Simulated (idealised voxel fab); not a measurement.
voxel wiring stack: a process module
Cross-sectional view cut (width: 210 nm; square cell size: 5 nm).
When this document writes out a cross-section, it uses a grid of square cells and lists it as bands, beginning at the top and moving down, with a band standing for one or more rows of cells.
The entry gives the band's vertical extent as a top height and a bottom height in nm, then its horizontal make-up as materials from left to right, each with a width in nm. "empty" stands for empty space; a single material marked "edge to edge" fills the band edge to edge.
All heights in this document are referenced to 0, defined as the level beneath which the wafer, as received, consists entirely of one material. The lowest band is not bounded below; it extends indefinitely downward and is written in the form "0 nm and below".
Width: "30->40" (first number = top row, second number = bottom row, same change from row to row of cells).
For the purposes of this document, the phrase "nothing altered" attached to a step denotes that no cell within the cross-section was modified by that step.
In the "Sealed internal voids" entry, you get each enclosed empty space of 8 cells or more, one with no open way to the top, written width x height at distance, distance from the left edge, in nm.
It should be noted that, on the line of a given step, the content following the step's settings is a remark produced by the simulator itself with respect to that step.
Each step line may optionally specify "overlay nm", which for a step with a mask gives the rightward distance between the mask's planned place and where it lay, a negative value indicating the leftward direction.

[These are the steps we planned for the process]
| 1 | RECEIVE (material Si) |
| 2 | CONFORMAL_DEP (material SiO2; thk nm 15) |
| 3 | DIRECTIONAL_DEP (material TiN; thk nm 5) |
| 4 | DIRECTIONAL_DEP (material Ru; thk nm 25) |
| 5 | DIRECTIONAL_DEP (material aC; thk nm 15) |
| 6 | PATTERN (tone cover; mask id METAL_1; material resist; width nm 30; pitch nm 55; thk nm 35; overlay nm 0) |
| 7 | DIRECTIONAL_ETCH (etch materials aC; depth nm 15) |
| 8 | STRIP (etch materials resist) |
| 9 | DIRECTIONAL_ETCH (etch materials Ru; depth nm 25) |
| 10 | DIRECTIONAL_ETCH (etch materials TiN; depth nm 5) |
| 11 | STRIP (etch materials aC) |
| 12 | CONFORMAL_DEP (material SiN; thk nm 5) |
| 13 | FILL_DEP (material SiO2; thk nm 5) |
| 14 | CMP (height nm 45) |
| 15 | CONFORMAL_DEP (material SiCN; thk nm 5) |
| 16 | DIRECTIONAL_DEP (material SiO2; thk nm 35) |
| 17 | MASKED_ETCH (tone open; mask id METAL_2_HOLES; width nm 15; pitch nm 55; etch materials SiO2; depth nm 35; overlay nm 0) |
| 18 | MASKED_ETCH (tone open; mask id METAL_2; width nm 30; pitch nm 55; etch materials SiO2; depth nm 20; overlay nm 0) |
| 19 | MASKED_ETCH (tone open; mask id METAL_2; width nm 30; pitch nm 55; etch materials SiCN; depth nm 5; overlay nm 0) |
| 20 | CONFORMAL_DEP (material TiN; thk nm 5) |
| 21 | FILL_DEP (material Ru; thk nm 5) |
| 22 | CMP (height nm 85) |
| 23 | CONFORMAL_DEP (material SiCN; thk nm 5) |
| 24 | DIRECTIONAL_DEP (material lowk; thk nm 15) |
| 25 | PATTERN (tone open; mask id PLUG_2; material resist; width nm 15; thk nm 20; overlay nm 0) |
| 26 | DIRECTIONAL_ETCH (etch materials lowk; depth nm 15) |
| 27 | DIRECTIONAL_ETCH (etch materials SiCN; depth nm 5) |
| 28 | STRIP (etch materials resist) |
| 29 | EPI (material Ru; thk nm 10) |
| 30 | EPI (material Ru; thk nm 10) |
| 31 | DIRECTIONAL_DEP (material TiN; thk nm 5) |
| 32 | DIRECTIONAL_DEP (material Ru; thk nm 15) |
| 33 | MASKED_ETCH (tone cover; mask id METAL_3; width nm 30; pitch nm 55; etch materials Ru; depth nm 15; overlay nm 0) |
| 34 | MASKED_ETCH (tone cover; mask id METAL_3; width nm 20; pitch nm 55; etch materials TiN; depth nm 5; overlay nm 0) |
| 35 | CONFORMAL_DEP (material SiN; thk nm 5) |
| 36 | FILL_DEP (material SiO2; thk nm 10) |
| 37 | CMP (height nm 125) |
| 38 | CONFORMAL_DEP (material SiN; thk nm 5) |
Variable across wafers: step 34 width nm (plan value is that of the first wafer; starting state common to all).

[As received, i.e. after step 1: cross-section through the first of several wafers]
* 0 nm and below = Si edge to edge
* Sealed internal voids: none

[Here's the first of several wafers in cross-section, end of the module, after the last step, step 38]
* 130 nm to 125 nm = SiN edge to edge
* 125 nm to 110 nm = SiO2=55  SiN=5  Ru=30  SiN=5  SiO2=15  SiN=5  Ru=30  SiN=5  SiO2=60
* 110 nm to 105 nm = SiN=60  TiN=30  SiN=25  TiN=30  SiN=65
* 105 nm to 90 nm = lowk=60  Ru=15  lowk=135
* 90 nm to 85 nm = SiCN=60  Ru=15  SiCN=135
* 85 nm to 70 nm = SiO2=60  TiN=5  Ru=20  TiN=5  SiO2=25  TiN=5  Ru=20  TiN=5  SiO2=65
* 70 nm to 65 nm = SiO2=60  TiN=5  Ru=5  TiN=20  SiO2=25  TiN=5  Ru=5  TiN=20  SiO2=65
* 65 nm to 50 nm = SiO2=60  TiN=5  Ru=5  TiN=5  SiO2=40  TiN=5  Ru=5  TiN=5  SiO2=80
* 50 nm to 45 nm = SiCN=60  TiN=15  SiCN=40  TiN=15  SiCN=80
* 45 nm to 20 nm = SiO2=55  SiN=5  Ru=30  SiN=5  SiO2=15  SiN=5  Ru=30  SiN=5  SiO2=60
* 20 nm to 15 nm = SiN=60  TiN=30  SiN=25  TiN=30  SiN=65
* 15 nm to 0 nm = SiO2 edge to edge
* 0 nm and below = Si edge to edge
* Sealed internal voids: none

[Cross-sectional view, end of module, last wafer of several]
* 130 nm to 125 nm = SiN edge to edge
* 125 nm to 115 nm = SiO2=55  SiN=5  Ru=30  SiN=5  SiO2=15  SiN=5  Ru=30  SiN=5  SiO2=60
* 115 nm to 110 nm = SiO2=50  SiN=10  Ru=30  SiN=10  SiO2=5  SiN=10  Ru=30  SiN=10  SiO2=55
* 110 nm to 105 nm = SiN=55  TiN=40  SiN=15  TiN=40  SiN=60
* 105 nm to 90 nm = lowk=60  Ru=15  lowk=135
* 90 nm to 85 nm = SiCN=60  Ru=15  SiCN=135
* 85 nm to 70 nm = SiO2=60  TiN=5  Ru=20  TiN=5  SiO2=25  TiN=5  Ru=20  TiN=5  SiO2=65
* 70 nm to 65 nm = SiO2=60  TiN=5  Ru=5  TiN=20  SiO2=25  TiN=5  Ru=5  TiN=20  SiO2=65
* 65 nm to 50 nm = SiO2=60  TiN=5  Ru=5  TiN=5  SiO2=40  TiN=5  Ru=5  TiN=5  SiO2=80
* 50 nm to 45 nm = SiCN=60  TiN=15  SiCN=40  TiN=15  SiCN=80
* 45 nm to 20 nm = SiO2=55  SiN=5  Ru=30  SiN=5  SiO2=15  SiN=5  Ru=30  SiN=5  SiO2=60
* 20 nm to 15 nm = SiN=60  TiN=30  SiN=25  TiN=30  SiN=65
* 15 nm to 0 nm = SiO2 edge to edge
* 0 nm and below = Si edge to edge
* Sealed internal voids: none

[Below, a row for every wafer. Read it as the end-of-module picture: for each material the wafer shows its cells gained (+) or lost (-) since it was received, and then its closed voids]
width nm 20, +140 Ru, +75 SiCN, +134 SiN, +562 SiO2, +64 TiN, +117 lowk, Sealed internal voids: none
width nm 25, +140 Ru, +75 SiCN, +134 SiN, +562 SiO2, +64 TiN, +117 lowk, Sealed internal voids: none
width nm 30, +140 Ru, +75 SiCN, +134 SiN, +562 SiO2, +64 TiN, +117 lowk, Sealed internal voids: none
width nm 35, +140 Ru, +75 SiCN, +134 SiN, +560 SiO2, +66 TiN, +117 lowk, Sealed internal voids: none
width nm 40, +140 Ru, +75 SiCN, +134 SiN, +558 SiO2, +68 TiN, +117 lowk, Sealed internal voids: none
